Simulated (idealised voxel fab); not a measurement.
Module name: voxel released beams (process module)
Displayed cross-section: cut, width of 220 nm, square cells sized 5 nm.
In what follows, cross-sections appear as grids of square cells, described through bands that run from the top down, where every band is one or more rows of cells. The band entry comprises the height of the band's top followed by the height of its bottom, expressed in nm, and subsequently the band's materials from left to right, each stated together with its width in nm. Where a single material is marked with the word "all across", that material fills the band from edge to edge. The word "air" represents empty space. Note: height 0 marks the level under which the wafer is uniformly one material as received. Lowest band unbounded below, written "0 down". A width given as "30->40" starts at the first number in the band's top row and ends at the second number in its bottom row, shifting by an equal amount at every step from row to row. Step marked "nothing got changed"? Then no cell in the cross-section changed in it. Any empty space of 8 cells or more lacking an open way to the top shows up in "Enclosed void entries" as width x height at distance, distance from the left edge, in nm. Heads up: the bit after the settings on a step's line is the simulator's remark on that step. overlay nm: how far to the right of its planned place the mask lay on this masked step (negative: to the left).

## Intended process steps
1) RECEIVE | material Si
2) CONFORMAL_DEP | material Al2O3 | thk nm 5
3) DIRECTIONAL_DEP | material SiO2 | thk nm 10
4) DIRECTIONAL_DEP | material aC | thk nm 15
5) PATTERN | tone open | mask id ANCHOR | material resist | width nm 35 | thk nm 35 | overlay nm 0
6) DIRECTIONAL_ETCH | etch materials aC | depth nm 15
7) STRIP | etch materials resist
8) DIRECTIONAL_ETCH | etch materials SiO2 | depth nm 10
9) STRIP | etch materials aC
10) CONFORMAL_DEP | material polySi | thk nm 10
11) DIRECTIONAL_DEP | material aC | thk nm 15
12) PATTERN | tone cover | mask id BEAM | material resist | width nm 75 | thk nm 30 | overlay nm 0
13) DIRECTIONAL_ETCH | etch materials aC | depth nm 15
14) STRIP | etch materials resist
15) DIRECTIONAL_ETCH | etch materials polySi | depth nm 10
16) STRIP | etch materials aC
17) STRIP | etch materials SiO2
Split variable: width nm, step 12. Plan value = first wafer. Wafers start alike.

## Incoming state of the first of several wafers in cross-section: after step 1
0 down | Si all across
Enclosed void entries: none

## Per wafer (row), end of module: delta in cells per material since receipt, (+) for gained, (-) for lost; closed voids after that
width nm 75; +44 Al2O3; +38 polySi; Enclosed void entries: none
width nm 80; +44 Al2O3; +40 polySi; Enclosed void entries: none
width nm 85; +44 Al2O3; +42 polySi; Enclosed void entries: none
width nm 90; +44 Al2O3; +44 polySi; Enclosed void entries: none
width nm 95; +44 Al2O3; +46 polySi; Enclosed void entries: none
width nm 100; +44 Al2O3; +48 polySi; Enclosed void entries: none
